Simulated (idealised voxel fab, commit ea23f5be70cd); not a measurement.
Documented hereafter: the process module known as voxel self aligned vias.
For reference, the cross-section in this document is cut, with width 145 nm and square cells of 5 nm.
How to read a cross-section here: the picture is a grid of square cells, written as bands going from the top down, and any band can span one or more rows of cells.
Top height, bottom height, nm. Materials left to right, width each, nm. Single material + "everywhere" = fills band edge to edge. "air" = empty.
For the purposes of this specification, 0 denotes the height below which the wafer in its as-received condition is composed wholly of one material, and the lowermost band, lacking a lower limit, extends downward without end, as expressed in "from 0 down".
Note: "30 to 40" means the width goes from the first number (top row of the band) to the second number (bottom row) in equal steps per row of cells.
What does "no modification" mean for a step? It means no cell of the cross-section changed in that step.
Closed empty spaces (no open way to the top) of 8 cells or more are what "Closed cavity list" lists, each as width x height at distance from the left edge, nm for all three.
Where a step's line continues beyond its settings, the continuation is a remark by the simulator itself on that step.
Regarding "overlay nm": on a step with a mask, it is the distance the mask lay to the right of its planned place; a negative value places it to the left.

**Set out below are the planned steps of the process**
1) op RECEIVE | material Si
2) op CONFORMAL_DEP | material SiO2 | thk nm 10
3) op CONFORMAL_DEP | material SiCN | thk nm 5
4) op DIRECTIONAL_DEP | material SiO2 | thk nm 30
5) op DIRECTIONAL_DEP | material aC | thk nm 10
6) op PATTERN | tone open | mask id LINES | material resist | width nm 30 | pitch nm 65 | thk nm 25 | overlay nm 0
7) op DIRECTIONAL_ETCH | etch materials aC | depth nm 10
8) op STRIP | etch materials resist
9) op DIRECTIONAL_ETCH | etch materials SiO2 | depth nm 30
10) op STRIP | etch materials aC
11) op CONFORMAL_DEP | material TiN | thk nm 5
12) op FILL_DEP | material W | thk nm 5
13) op CMP | height nm 45
14) op SELECTIVE_ETCH | etch materials W Ru TiN | depth nm 10
15) op FILL_DEP | material SiN | thk nm 10
16) op CMP | height nm 45
17) op DIRECTIONAL_DEP | material SiO2 | thk nm 20
18) op MASKED_ETCH | tone open | mask id VIAS | width nm 50 | etch materials SiO2 | depth nm 20 | overlay nm 0
19) op MASKED_ETCH | tone open | mask id VIAS | width nm 50 | etch materials SiN | depth nm 10 | overlay nm 0
20) op CONFORMAL_DEP | material TiN | thk nm 5
21) op FILL_DEP | material Cu | thk nm 10
22) op CMP | height nm 65
23) op CONFORMAL_DEP | material SiCN | thk nm 5

**So this is the incoming wafer in cross-section - it's already been through step 1**
from 0 down: Si everywhere
Closed cavity list: none

**Module complete - cross-section of the first of two wafers, run according to plan**
from 70 to 65: SiCN everywhere
from 65 to 50: SiO2=15  TiN=5  Cu=40  TiN=5  SiO2=80
from 50 to 45: SiO2=15  TiN=15  Cu=20  TiN=15  SiO2=80
from 45 to 40: SiO2=25  TiN=5  Cu=20  TiN=5  SiO2=35  SiN=30  SiO2=25
from 40 to 35: SiO2=25  TiN=30  SiO2=35  SiN=30  SiO2=25
from 35 to 20: SiO2=25  TiN=5  W=20  TiN=5  SiO2=35  TiN=5  W=20  TiN=5  SiO2=25
from 20 to 15: SiO2=25  TiN=30  SiO2=35  TiN=30  SiO2=25
from 15 to 10: SiCN everywhere
from 10 to 0: SiO2 everywhere
from 0 down: Si everywhere
Closed cavity list: none

**Cross-sectional image of the second wafer of the two following completion of the module. Starting state and process plan were the same as for the first wafer; one execution error occurred**
from 70 to 65: SiCN everywhere
from 65 to 45: SiO2=15  TiN=5  Cu=40  TiN=5  SiO2=80
from 45 to 40: SiN=15  TiN=15  Cu=20  TiN=15  SiN=80
from 40 to 35: SiO2=25  TiN=30  SiO2=35  SiN=30  SiO2=25
from 35 to 15: SiO2=25  TiN=5  W=20  TiN=5  SiO2=35  TiN=5  W=20  TiN=5  SiO2=25
from 15 to 10: SiO2=25  TiN=30  SiO2=35  TiN=30  SiO2=25
from 10 to 0: SiO2 everywhere
from 0 down: Si everywhere
Closed cavity list: none
What was the processing mistake? plan step 3 never ran because it was skipped
Final tally in cells, some materials are higher or lower on the second wafer than on the first: +4 Cu | -29 SiCN | +13 SiN | +4 TiN | +8 W
